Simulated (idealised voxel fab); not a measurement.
This is a process module. Its name is voxel spacer lines.
Pictured: cross-section cut, 155 nm wide, on a grid of 5 nm square cells.
This document writes a cross-section as a grid whose cells are square, and gives it as bands, listed from the top down; one or more rows of cells form a band. Heights first: top, then bottom, in nm. Then materials, left to right, each with a width in nm. "throughout" on a single material: fills the band edge to edge. "blank": empty space. Basically, 0 is our baseline, since under it the wafer straight out of the box is all one material. The bottom band has no lower end and keeps on going down, so it looks like "0 and below". Per-row width for "30->40": begins at first number (top row of band), ends at second number (bottom row), increment between rows held constant. Any step labelled "nothing was modified" changed none of the cells in the cross-section. Closed-off voids of 8+ cells (no open route to the top) go in "Closed void list", written width x height at distance from the left edge, in nm. Text after the settings on a step's line: the simulator's own remark on that step. overlay nm: mask offset rightward from planned place, masked step; negative means leftward offset.
# The process steps that were planned are listed below
1,RECEIVE (material Si)
2,CONFORMAL_DEP (material Al2O3; thk nm 5)
3,DIRECTIONAL_DEP (material SiN; thk nm 10)
4,DIRECTIONAL_DEP (material polySi; thk nm 20)
5,PATTERN (tone cover; mask id MANDREL; material resist; width nm 25; pitch nm 70; thk nm 25; overlay nm 0)
6,DIRECTIONAL_ETCH (etch materials polySi; depth nm 20)
7,STRIP (etch materials resist)
8,CONFORMAL_DEP (material SiO2; thk nm 10)
9,DIRECTIONAL_ETCH (etch materials SiO2; depth nm 10)
10,STRIP (etch materials polySi)
11,DIRECTIONAL_ETCH (etch materials SiN; depth nm 10)
12,STRIP (etch materials SiO2)
# Wafer at receipt (post step 1), cross-section
0 and below | Si throughout
Closed void list: none
# The first of two wafers, cross-sectioned at the end of the module, with the run proceeding as planned
15 down to 5 | 20 of blank  10 of SiN  25 of blank  10 of SiN  25 of blank  10 of SiN  25 of blank  10 of SiN  20 of blank
5 down to 0 | Al2O3 throughout
0 and below | Si throughout
Closed void list: none
# Here's the second of our two wafers sectioned at module end. Same start as the first, same plan, but one mistake got made running it
15 down to 10 | 20 of blank  10 of SiN  25 of blank  10 of SiN  25 of blank  10 of SiN  25 of blank  10 of SiN  20 of blank
10 down to 5 | SiN throughout
5 down to 0 | Al2O3 throughout
0 and below | Si throughout
Closed void list: none
Run error: planned and actual differ for step 11; actual: DIRECTIONAL_ETCH (etch materials SiN; depth nm 5)
The final cell counts differ between the wafers, with the second having more or fewer of some materials than the first: 23 more of SiN
